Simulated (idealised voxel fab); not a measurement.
Module name: voxel fin reveal (process module)
Cross-sectional view cut (width: 250 nm; square cell size: 5 nm).
Notation: cross-section as square-cell grid; stated in bands, top first, going down; one or more cell rows per band.
The entry gives the band's vertical extent as a top height and a bottom height in nm, then its horizontal make-up as materials from left to right, each with a width in nm. "empty" stands for empty space; a single material marked "edge to edge" fills the band edge to edge.
The level at which height equals 0 is the one under which the wafer, as it arrives, is entirely one material. No lower edge exists for the bottom band, which continues downward and is notated as in "0 -> down".
Width "30->40": first value at the band's top row of cells, second value at its bottom row, equal change from row to row.
A step reported as "identical to before" is a step in which no cell of the cross-section changed.
Voids not open to the top, 8 cells minimum: see "Cavities, sealed". Written width x height at distance; distance is from the left edge; nm.
Anything after a step's settings on that line? It's the simulator's own note about the step.
"overlay nm", when on a step's line for a step with a mask, measures how far to the right of its planned place the mask lay; a negative measure means to the left.

### Below is the list of planned process steps
- 1: RECEIVE,material Si
- 2: CONFORMAL_DEP,material SiN,thk nm 10
- 3: PATTERN,tone cover,mask id FINS,material resist,width nm 15,pitch nm 35,thk nm 20,overlay nm 0
- 4: DIRECTIONAL_ETCH,etch materials SiN,depth nm 10
- 5: DIRECTIONAL_ETCH,etch materials Si,depth nm 35
- 6: STRIP,etch materials resist
- 7: FILL_DEP,material SiO2,thk nm 10
- 8: CMP,height nm 10
- 9: SELECTIVE_ETCH,etch materials SiO2,depth nm 25
- 10: STRIP,etch materials SiN
- 11: CONFORMAL_DEP,material HfO2,thk nm 5

### As-received state of the wafer in cross-section, equivalent to post-step 1
> 0 -> down  Si edge to edge
> Cavities, sealed: none

### Cross-section, first of two wafers, end of module, run as planned
> 5 -> 0  empty (60); HfO2 (25); empty (10); HfO2 (25); empty (10); HfO2 (25); empty (10); HfO2 (25); empty (60)
> 0 -> -10  empty (60); HfO2 (5); Si (15); HfO2 (5); empty (10); HfO2 (5); Si (15); HfO2 (5); empty (10); HfO2 (5); Si (15); HfO2 (5); empty (10); HfO2 (5); Si (15); HfO2 (5); empty (60)
> -10 -> -15  HfO2 (65); Si (15); HfO2 (20); Si (15); HfO2 (20); Si (15); HfO2 (20); Si (15); HfO2 (65)
> -15 -> -35  SiO2 (65); Si (15); SiO2 (20); Si (15); SiO2 (20); Si (15); SiO2 (20); Si (15); SiO2 (65)
> -35 -> down  Si edge to edge
> Cavities, sealed: none

### Now the second wafer, cross-sectioned at the end of the module. Nothing different at the start, nothing different in the plan compared with the first, just one mistake when it was actually run
> 5 -> 0  empty (60); HfO2 (25); empty (10); HfO2 (25); empty (10); HfO2 (25); empty (10); HfO2 (25); empty (60)
> 0 -> -10  empty (60); HfO2 (5); Si (15); HfO2 (5); empty (10); HfO2 (5); Si (15); HfO2 (5); empty (10); HfO2 (5); Si (15); HfO2 (5); empty (10); HfO2 (5); Si (15); HfO2 (5); empty (60)
> -10 -> -15  HfO2 (65); Si (15); HfO2 (20); Si (15); HfO2 (20); Si (15); HfO2 (20); Si (15); HfO2 (65)
> -15 -> -25  SiO2 (65); Si (15); SiO2 (20); Si (15); SiO2 (20); Si (15); SiO2 (20); Si (15); SiO2 (65)
> -25 -> down  Si edge to edge
> Cavities, sealed: none
Run error: it should be noted that step 5 was executed with settings other than those planned, the operation and settings actually applied being DIRECTIONAL_ETCH,etch materials Si,depth nm 25
Heads up, by the end the second wafer has more or fewer cells of some materials compared to the first: 76 more of Si; 76 fewer of SiO2
